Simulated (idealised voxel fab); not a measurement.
process module | voxel air gaps
cross-section cut | 245 nm wide | cells 5 nm
A cross-section is a grid of square cells, given in bands from the top down. A band is one or more rows of cells.
Each band's line starts with the height of the band's top and of its bottom, in nm. Then come its materials from left to right, each with its width in nm. One material with "throughout" fills the band from edge to edge. "air" is empty space.
Height 0 is the level under which the wafer as received is all one material. The lowest band goes on downwards, as in "0 down".
A width such as "30 to 40" changes by the same amount from each row of cells to the next, from the band's top row to its bottom row.
"no change" after a step means that no cell of the cross-section changed.
closed voids: empty space of 8 cells or more with no open way to the top, each as width x height at its distance from the left edge, in nm
after a step's settings: what the simulator itself notes on the step
overlay nm, on a step with a mask: how far to the right of its planned place the mask lay; to the left if negative
plan
1 op RECEIVE | material Si
2 op CONFORMAL_DEP | material SiO2 | thk nm 10
3 op CONFORMAL_DEP | material SiN | thk nm 5
4 op DIRECTIONAL_DEP | material SiO2 | thk nm 35
5 op PATTERN | tone open | mask id LINES | material resist | width nm 15 | pitch nm 50 | thk nm 20 | overlay nm 0
6 op DIRECTIONAL_ETCH | etch materials SiO2 | depth nm 35
7 op STRIP | etch materials resist
8 op CONFORMAL_DEP | material TiN | thk nm 5
9 op FILL_DEP | material W | thk nm 10
10 op CMP | height nm 50
11 op EPI | material Ru | thk nm 10
12 op SELECTIVE_ETCH | etch materials SiO2 | depth nm 45
13 op CONFORMAL_DEP | material SiN | thk nm 5
varied across the wafers: width nm of step 5. The plan shows the first wafer's value. All wafers start alike
first wafer as received, after step 1
  0 down: Si throughout
  closed voids: none
first wafer at the end, after step 13
  65 to 60: air 50 | SiN 45 | air 5 | SiN 45 | air 5 | SiN 45 | air 50
  60 to 50: air 50 | SiN 5 | Ru 35 | SiN 5 | air 5 | SiN 5 | Ru 35 | SiN 5 | air 5 | SiN 5 | Ru 35 | SiN 5 | air 50
  50 to 45: air 50 | SiN 15 | TiN 5 | W 5 | TiN 5 | SiN 15 | air 5 | SiN 15 | TiN 5 | W 5 | TiN 5 | SiN 15 | air 5 | SiN 15 | TiN 5 | W 5 | TiN 5 | SiN 15 | air 50
  45 to 20: air 60 | SiN 5 | TiN 5 | W 5 | TiN 5 | SiN 5 | air 25 | SiN 5 | TiN 5 | W 5 | TiN 5 | SiN 5 | air 25 | SiN 5 | TiN 5 | W 5 | TiN 5 | SiN 5 | air 60
  20 to 15: SiN 65 | TiN 15 | SiN 35 | TiN 15 | SiN 35 | TiN 15 | SiN 65
  15 to 10: SiN throughout
  10 to 0: SiO2 throughout
  0 down: Si throughout
  closed voids: none
last wafer at the end
  65 to 60: air 40 | SiN 165 | air 40
  60 to 50: air 40 | SiN 5 | Ru 155 | SiN 5 | air 40
  50 to 45: air 40 | SiN 15 | TiN 5 | W 25 | TiN 5 | SiO2 15 | TiN 5 | W 25 | TiN 5 | SiO2 15 | TiN 5 | W 25 | TiN 5 | SiN 15 | air 40
  45 to 20: air 50 | SiN 5 | TiN 5 | W 25 | TiN 5 | SiO2 15 | TiN 5 | W 25 | TiN 5 | SiO2 15 | TiN 5 | W 25 | TiN 5 | SiN 5 | air 50
  20 to 15: SiN 55 | TiN 35 | SiO2 15 | TiN 35 | SiO2 15 | TiN 35 | SiN 55
  15 to 10: SiN throughout
  10 to 0: SiO2 throughout
  0 down: Si throughout
  closed voids: none
each wafer at the end: cells of each material gained (+) or lost (-) since it was received, then its closed voids
width nm 15 | +42 Ru | +176 SiN | +98 SiO2 | +45 TiN | +18 W | closed voids: none
width nm 20 | +48 Ru | +176 SiN | +98 SiO2 | +48 TiN | +36 W | closed voids: 20 x 25 at 85; 20 x 25 at 135
width nm 25 | +54 Ru | +168 SiN | +98 SiO2 | +51 TiN | +54 W | closed voids: 15 x 25 at 90; 15 x 25 at 140
width nm 30 | +60 Ru | +124 SiN | +154 SiO2 | +54 TiN | +72 W | closed voids: none
width nm 35 | +62 Ru | +124 SiN | +140 SiO2 | +57 TiN | +90 W | closed voids: none
